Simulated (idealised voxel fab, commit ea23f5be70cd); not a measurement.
This is a process module. Its name is voxel transistor to metal.
It is cross-section cut that appears here, measuring 285 nm in width, its square cells being 5 nm in size.
For the purposes of this document, a cross-section shall be understood as a grid of square cells, specified as bands listed in top-to-bottom order, each band consisting of one or more rows of cells.
Within each band entry, the heights of the top and of the bottom of the band appear first, in that order and in nm; the materials of the band then follow from left to right, each with its corresponding width in nm. The designation "edge to edge" on a single material indicates that it fills the band from edge to edge; the designation "blank" indicates empty space.
Heights are reckoned from 0. Under this level, the received wafer is all of one material. The bottommost band is open-ended downward, for example "top 0, no bottom".
The width entry "30 to 40" should be interpreted row by row: the top row of cells in the band takes the first number, the bottom row takes the second number, and the change between adjacent rows is uniform throughout.
"nothing changed" (step): cross-section cells unchanged, all of them.
The entry "Enclosed void listing" lists the empty spaces that cover at least 8 cells and have no open path to the top. Each is written as width x height at distance, where the distance is measured from the left edge and all three values are in nm.
Formally, on a step line, whatever follows the settings is a remark that the simulator itself makes on the step.
"overlay nm" on a masked step: distance the mask lay right of its planned place, negative for left.

List of planned process steps:
1) RECEIVE (material Si)
2) OXIDIZE (depth nm 5)
3) CONFORMAL_DEP (material SiN; thk nm 10)
4) PATTERN (tone cover; mask id ACTIVE; material resist; width nm 100; pitch nm 125; thk nm 20; overlay nm 0)
5) DIRECTIONAL_ETCH (etch materials SiN; depth nm 10)
6) DIRECTIONAL_ETCH (etch materials SiO2; depth nm 5)
7) DIRECTIONAL_ETCH (etch materials Si; depth nm 25)
8) STRIP (etch materials resist)
9) FILL_DEP (material SiO2; thk nm 10)
10) CMP (height nm 10)
11) SELECTIVE_ETCH (etch materials SiO2; depth nm 5)
12) STRIP (etch materials SiN)
13) SELECTIVE_ETCH (etch materials SiO2; depth nm 5)
14) OXIDIZE (depth nm 5)
15) DIRECTIONAL_DEP (material polySi; thk nm 25)
16) DIRECTIONAL_DEP (material SiCN; thk nm 10)
17) DIRECTIONAL_DEP (material aC; thk nm 10)
18) PATTERN (tone cover; mask id GATE; material resist; width nm 20; pitch nm 125; thk nm 30; overlay nm 0)
19) DIRECTIONAL_ETCH (etch materials aC; depth nm 10)
20) STRIP (etch materials resist)
21) DIRECTIONAL_ETCH (etch materials SiCN; depth nm 20)
22) DIRECTIONAL_ETCH (etch materials polySi; depth nm 35)
23) STRIP (etch materials aC)
24) CONFORMAL_DEP (material SiN; thk nm 10)
25) DIRECTIONAL_ETCH (etch materials SiN; depth nm 10)
26) DIRECTIONAL_ETCH (etch materials SiO2; depth nm 5)
27) EPI (material SiGe; thk nm 5)
28) FILL_DEP (material SiO2; thk nm 10)
29) CMP (height nm 30)
30) DIRECTIONAL_DEP (material SiO2; thk nm 15)
31) MASKED_ETCH (tone open; mask id CONTACT; width nm 30; etch materials SiO2; depth nm 50; overlay nm 0)
32) CONFORMAL_DEP (material TiN; thk nm 5)
33) FILL_DEP (material W; thk nm 10)
34) CMP (height nm 45)
35) CONFORMAL_DEP (material SiCN; thk nm 5)
36) DIRECTIONAL_DEP (material lowk; thk nm 25)
37) MASKED_ETCH (tone open; mask id METAL_1; width nm 15; etch materials lowk; depth nm 25; overlay nm 0)
38) MASKED_ETCH (tone open; mask id METAL_1; width nm 15; etch materials SiCN; depth nm 5; overlay nm -15)
39) CONFORMAL_DEP (material TiN; thk nm 5)
40) FILL_DEP (material Ru; thk nm 10)
41) CMP (height nm 75)
42) EPI (material Ru; thk nm 5)
43) FILL_DEP (material SiCN; thk nm 5)
Wafers differ in overlay nm at step 38; plan lists the first wafer's value; identical starting state.

So this is the first of several wafers, cross-sectioned as it came to us, meaning it's at the end of step 1:
	top 0, no bottom  Si edge to edge
	Enclosed void listing: none

First wafer of several, cross-section, module end, after step 43 (last):
	top 85, bottom 80  SiCN edge to edge
	top 80, bottom 75  SiCN=30  Ru=25  SiCN=50  Ru=25  SiCN=25  Ru=25  SiCN=50  Ru=25  SiCN=30
	top 75, bottom 55  lowk=35  TiN=5  Ru=5  TiN=5  lowk=60  TiN=5  Ru=5  TiN=5  lowk=35  TiN=5  Ru=5  TiN=5  lowk=60  TiN=5  Ru=5  TiN=5  lowk=35
	top 55, bottom 50  lowk=35  TiN=15  lowk=60  TiN=15  lowk=35  TiN=15  lowk=60  TiN=15  lowk=35
	top 50, bottom 45  SiCN edge to edge
	top 45, bottom 35  SiO2=35  TiN=5  W=20  TiN=5  SiO2=30  TiN=5  W=20  TiN=5  SiO2=35  TiN=5  W=20  TiN=5  SiO2=30  TiN=5  W=20  TiN=5  SiO2=35
	top 35, bottom 30  SiO2=35  TiN=5  W=15  TiN=10  SiO2=30  TiN=10  W=15  TiN=5  SiO2=35  TiN=5  W=15  TiN=10  SiO2=30  TiN=10  W=15  TiN=5  SiO2=35
	top 30, bottom 20  SiO2=35  TiN=5  W=15  TiN=5  SiN=10  SiCN=20  SiN=10  TiN=5  W=15  TiN=5  SiO2=35  TiN=5  W=15  TiN=5  SiN=10  SiCN=20  SiN=10  TiN=5  W=15  TiN=5  SiO2=35
	top 20, bottom 0  SiO2=35  TiN=5  W=15  TiN=5  SiN=10  polySi=20  SiN=10  TiN=5  W=15  TiN=5  SiO2=35  TiN=5  W=15  TiN=5  SiN=10  polySi=20  SiN=10  TiN=5  W=15  TiN=5  SiO2=35
	top 0, bottom -5  SiO2=25  SiN=10  TiN=25  SiN=10  polySi=20  SiN=10  TiN=25  SiN=10  SiO2=15  SiN=10  TiN=25  SiN=10  polySi=20  SiN=10  TiN=25  SiN=10  SiO2=25
	top -5, bottom -10  SiO2=35  SiGe=25  SiO2=40  SiGe=25  SiO2=35  SiGe=25  SiO2=40  SiGe=25  SiO2=35
	top -10, bottom -30  SiO2=30  Si=100  SiO2=25  Si=100  SiO2=30
	top -30, no bottom  Si edge to edge
	Enclosed void listing: none

last wafer at the end:
	top 85, bottom 80  SiCN edge to edge
	top 80, bottom 75  SiCN=30  Ru=25  SiCN=50  Ru=25  SiCN=25  Ru=25  SiCN=50  Ru=25  SiCN=30
	top 75, bottom 55  lowk=35  TiN=5  Ru=5  TiN=5  lowk=60  TiN=5  Ru=5  TiN=5  lowk=35  TiN=5  Ru=5  TiN=5  lowk=60  TiN=5  Ru=5  TiN=5  lowk=35
	top 55, bottom 50  lowk=35  TiN=15  lowk=60  TiN=15  lowk=35  TiN=15  lowk=60  TiN=15  lowk=35
	top 50, bottom 45  SiCN edge to edge
	top 45, bottom 35  SiO2=35  TiN=5  W=20  TiN=5  SiO2=30  TiN=5  W=20  TiN=5  SiO2=35  TiN=5  W=20  TiN=5  SiO2=30  TiN=5  W=20  TiN=5  SiO2=35
	top 35, bottom 30  SiO2=35  TiN=5  W=15  TiN=10  SiO2=30  TiN=10  W=15  TiN=5  SiO2=35  TiN=5  W=15  TiN=10  SiO2=30  TiN=10  W=15  TiN=5  SiO2=35
	top 30, bottom 20  SiO2=35  TiN=5  W=15  TiN=5  SiN=10  SiCN=20  SiN=10  TiN=5  W=15  TiN=5  SiO2=35  TiN=5  W=15  TiN=5  SiN=10  SiCN=20  SiN=10  TiN=5  W=15  TiN=5  SiO2=35
	top 20, bottom 0  SiO2=35  TiN=5  W=15  TiN=5  SiN=10  polySi=20  SiN=10  TiN=5  W=15  TiN=5  SiO2=35  TiN=5  W=15  TiN=5  SiN=10  polySi=20  SiN=10  TiN=5  W=15  TiN=5  SiO2=35
	top 0, bottom -5  SiO2=25  SiN=10  TiN=25  SiN=10  polySi=20  SiN=10  TiN=25  SiN=10  SiO2=15  SiN=10  TiN=25  SiN=10  polySi=20  SiN=10  TiN=25  SiN=10  SiO2=25
	top -5, bottom -10  SiO2=35  SiGe=25  SiO2=40  SiGe=25  SiO2=35  SiGe=25  SiO2=40  SiGe=25  SiO2=35
	top -10, bottom -30  SiO2=30  Si=100  SiO2=25  Si=100  SiO2=30
	top -30, no bottom  Si edge to edge
	Enclosed void listing: none

each wafer at the end: cells of each material gained (+) or lost (-) since it was received, then its closed voids:
overlay nm -15, +36 Ru, -182 Si, +167 SiCN, +20 SiGe, +64 SiN, +343 SiO2, +140 TiN, +116 W, +225 lowk, +40 polySi, Enclosed void listing: none
overlay nm -10, +36 Ru, -182 Si, +163 SiCN, +20 SiGe, +64 SiN, +343 SiO2, +144 TiN, +116 W, +225 lowk, +40 polySi, Enclosed void listing: none
overlay nm -5, +36 Ru, -182 Si, +159 SiCN, +20 SiGe, +64 SiN, +343 SiO2, +148 TiN, +116 W, +225 lowk, +40 polySi, Enclosed void listing: none
overlay nm 0, +40 Ru, -182 Si, +155 SiCN, +20 SiGe, +64 SiN, +343 SiO2, +148 TiN, +116 W, +225 lowk, +40 polySi, Enclosed void listing: none
overlay nm 5, +36 Ru, -182 Si, +159 SiCN, +20 SiGe, +64 SiN, +343 SiO2, +148 TiN, +116 W, +225 lowk, +40 polySi, Enclosed void listing: none
overlay nm 10, +36 Ru, -182 Si, +163 SiCN, +20 SiGe, +64 SiN, +343 SiO2, +144 TiN, +116 W, +225 lowk, +40 polySi, Enclosed void listing: none
overlay nm 15, +36 Ru, -182 Si, +167 SiCN, +20 SiGe, +64 SiN, +343 SiO2, +140 TiN, +116 W, +225 lowk, +40 polySi, Enclosed void listing: none
